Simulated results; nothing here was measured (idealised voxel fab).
process module | voxel capacitor over wiring
cross-section cut | 220 nm wide | cells 5 nm
A cross-section is a grid of square cells, given in bands from the top down. A band is one or more rows of cells.
Each band's line starts with the height of the band's top and of its bottom, in nm. Then come its materials from left to right, each with its width in nm. One material with "throughout" fills the band from edge to edge. "air" is empty space.
Height 0 is the level under which the wafer as received is all one material. The lowest band goes on downwards, as in "0 down".
A width such as "30 to 40" changes by the same amount from each row of cells to the next, from the band's top row to its bottom row.
"no change" after a step means that no cell of the cross-section changed.
closed voids: empty space of 8 cells or more with no open way to the top, each as width x height at its distance from the left edge, in nm
after a step's settings: what the simulator itself notes on the step
overlay nm, on a step with a mask: how far to the right of its planned place the mask lay; to the left if negative
plan
1 op RECEIVE | material Si
2 op CONFORMAL_DEP | material SiO2 | thk nm 15
3 op CONFORMAL_DEP | material SiCN | thk nm 5
4 op DIRECTIONAL_DEP | material SiO2 | thk nm 20
5 op DIRECTIONAL_DEP | material aC | thk nm 10
6 op PATTERN | tone open | mask id METAL_1 | material resist | width nm 25 | pitch nm 75 | thk nm 25 | overlay nm 0
7 op DIRECTIONAL_ETCH | etch materials aC | depth nm 10
8 op STRIP | etch materials resist
9 op DIRECTIONAL_ETCH | etch materials SiO2 | depth nm 20
10 op DIRECTIONAL_ETCH | etch materials SiCN | depth nm 5
11 op STRIP | etch materials aC
12 op CONFORMAL_DEP | material TiN | thk nm 5
13 op FILL_DEP | material Ru | thk nm 10
14 op CMP | height nm 40
15 op EPI | material Ru | thk nm 5
16 op FILL_DEP | material SiCN | thk nm 5
17 op DIRECTIONAL_DEP | material lowk | thk nm 10
18 op PATTERN | tone open | mask id PLUG_1 | material resist | width nm 15 | thk nm 20 | overlay nm 0
19 op DIRECTIONAL_ETCH | etch materials lowk | depth nm 10
20 op DIRECTIONAL_ETCH | etch materials SiCN | depth nm 5
21 op STRIP | etch materials resist
22 op EPI | material Ru | thk nm 10
23 op EPI | material Ru | thk nm 5
24 op DIRECTIONAL_DEP | material TiN | thk nm 10
25 op DIRECTIONAL_DEP | material HfO2 | thk nm 5
26 op DIRECTIONAL_DEP | material TiN | thk nm 10
27 op DIRECTIONAL_DEP | material aC | thk nm 10
28 op PATTERN | tone cover | mask id UPPER_PLATE | material resist | width nm 55 | thk nm 30 | overlay nm 0
29 op DIRECTIONAL_ETCH | etch materials aC | depth nm 10
30 op STRIP | etch materials resist
31 op DIRECTIONAL_ETCH | etch materials TiN | depth nm 10
32 op DIRECTIONAL_ETCH | etch materials HfO2 | depth nm 5
33 op STRIP | etch materials aC
34 op DIRECTIONAL_DEP | material aC | thk nm 10
35 op PATTERN | tone cover | mask id LOWER_PLATE | material resist | width nm 65 | thk nm 25 | overlay nm 0
36 op DIRECTIONAL_ETCH | etch materials aC | depth nm 10
37 op STRIP | etch materials resist
38 op DIRECTIONAL_ETCH | etch materials TiN | depth nm 10
39 op STRIP | etch materials aC
40 op FILL_DEP | material SiO2 | thk nm 20
41 op CMP | height nm 100
42 op MASKED_ETCH | tone open | mask id PLUG_2 | width nm 15 | etch materials SiO2 | depth nm 15 | overlay nm 0
43 op CONFORMAL_DEP | material TiN | thk nm 5
44 op FILL_DEP | material Cu | thk nm 5
45 op CMP | height nm 100
46 op CONFORMAL_DEP | material SiN | thk nm 5
as received, after step 1
  0 down: Si throughout
  closed voids: none
first wafer at the end, as planned
  105 to 100: SiN throughout
  100 to 90: SiO2 80 | TiN 5 | Cu 5 | TiN 5 | SiO2 125
  90 to 85: SiO2 80 | TiN 15 | SiO2 125
  85 to 75: SiO2 70 | TiN 55 | SiO2 95
  75 to 70: SiO2 70 | HfO2 55 | SiO2 95
  70 to 60: SiO2 65 | TiN 65 | SiO2 90
  60 to 50: lowk 70 | Ru 15 | lowk 135
  50 to 45: SiCN 70 | Ru 15 | SiCN 135
  45 to 40: SiCN 55 | Ru 35 | SiCN 40 | Ru 35 | SiCN 55
  40 to 20: SiO2 60 | TiN 5 | Ru 15 | TiN 5 | SiO2 50 | TiN 5 | Ru 15 | TiN 5 | SiO2 60
  20 to 15: SiCN 60 | TiN 25 | SiCN 50 | TiN 25 | SiCN 60
  15 to 0: SiO2 throughout
  0 down: Si throughout
  closed voids: none
second wafer at the end: like start, like plan, one mistake
  105 to 100: SiN throughout
  100 to 90: SiO2 75 | TiN 5 | Cu 15 | TiN 5 | SiO2 120
  90 to 85: SiO2 75 | TiN 25 | SiO2 120
  85 to 75: SiO2 70 | TiN 55 | SiO2 95
  75 to 70: SiO2 70 | HfO2 55 | SiO2 95
  70 to 60: SiO2 65 | TiN 65 | SiO2 90
  60 to 50: lowk 70 | Ru 15 | lowk 135
  50 to 45: SiCN 70 | Ru 15 | SiCN 135
  45 to 40: SiCN 55 | Ru 35 | SiCN 40 | Ru 35 | SiCN 55
  40 to 20: SiO2 60 | TiN 5 | Ru 15 | TiN 5 | SiO2 50 | TiN 5 | Ru 15 | TiN 5 | SiO2 60
  20 to 15: SiCN 60 | TiN 25 | SiCN 50 | TiN 25 | SiCN 60
  15 to 0: SiO2 throughout
  0 down: Si throughout
  closed voids: none
what went wrong: step 42 ran as: op MASKED_ETCH | tone open | mask id PLUG_2 | width nm 25 | etch materials SiO2 | depth nm 15 | overlay nm 0
at the end the second wafer has, in cells: 4 more of Cu | 6 fewer of SiO2 | 2 more of TiN
